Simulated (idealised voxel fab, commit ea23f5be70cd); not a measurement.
process module | voxel tone inversion
cross-section cut | 195 nm wide | cells 5 nm
A cross-section is a grid of square cells, given in bands from the top down. A band is one or more rows of cells.
Each band's line starts with the height of the band's top and of its bottom, in nm. Then come its materials from left to right, each with its width in nm. One material with "throughout" fills the band from edge to edge. "air" is empty space.
Height 0 is the level under which the wafer as received is all one material. The lowest band goes on downwards, as in "0 down".
A width such as "30 to 40" changes by the same amount from each row of cells to the next, from the band's top row to its bottom row.
"no change" after a step means that no cell of the cross-section changed.
closed voids: empty space of 8 cells or more with no open way to the top, each as width x height at its distance from the left edge, in nm
after a step's settings: what the simulator itself notes on the step
overlay nm, on a step with a mask: how far to the right of its planned place the mask lay; to the left if negative
plan
1 op RECEIVE | material Si
2 op CONFORMAL_DEP | material SiCN | thk nm 10
3 op DIRECTIONAL_DEP | material aC | thk nm 20
4 op PATTERN | tone cover | mask id POSTS | material resist | width nm 15 | pitch nm 45 | thk nm 25 | overlay nm 0
5 op DIRECTIONAL_ETCH | etch materials aC | depth nm 20
6 op STRIP | etch materials resist
7 op FILL_DEP | material lowk | thk nm 5
8 op CMP | height nm 20
9 op STRIP | etch materials aC
10 op CONFORMAL_DEP | material TiN | thk nm 5
11 op FILL_DEP | material Cu | thk nm 5
12 op CMP | height nm 30
13 op CONFORMAL_DEP | material SiCN | thk nm 5
varied across the wafers: height nm of step 8. The plan shows the first wafer's value. All wafers start alike
first wafer as received, after step 1
  0 down: Si throughout
  closed voids: none
first wafer at the end, after step 13
  35 to 30: SiCN throughout
  30 to 25: Cu throughout
  25 to 20: TiN 50 | Cu 5 | TiN 40 | Cu 5 | TiN 40 | Cu 5 | TiN 50
  20 to 15: lowk 45 | TiN 5 | Cu 5 | TiN 5 | lowk 30 | TiN 5 | Cu 5 | TiN 5 | lowk 30 | TiN 5 | Cu 5 | TiN 5 | lowk 45
  15 to 10: lowk 45 | TiN 15 | lowk 30 | TiN 15 | lowk 30 | TiN 15 | lowk 45
  10 to 0: SiCN throughout
  0 down: Si throughout
  closed voids: none
last wafer at the end
  35 to 30: SiCN throughout
  30 to 10: lowk 45 | aC 15 | lowk 30 | aC 15 | lowk 30 | aC 15 | lowk 45
  10 to 0: SiCN throughout
  0 down: Si throughout
  closed voids: none
each wafer at the end: cells of each material gained (+) or lost (-) since it was received, then its closed voids
height nm 20 | +45 Cu | +117 SiCN | +51 TiN | +60 lowk | closed voids: none
height nm 25 | +9 Cu | +117 SiCN | +57 TiN | +90 lowk | closed voids: none
height nm 30 | +9 Cu | +117 SiCN | +27 TiN | +120 lowk | closed voids: none
height nm 35 | +117 SiCN | +36 aC | +120 lowk | closed voids: none
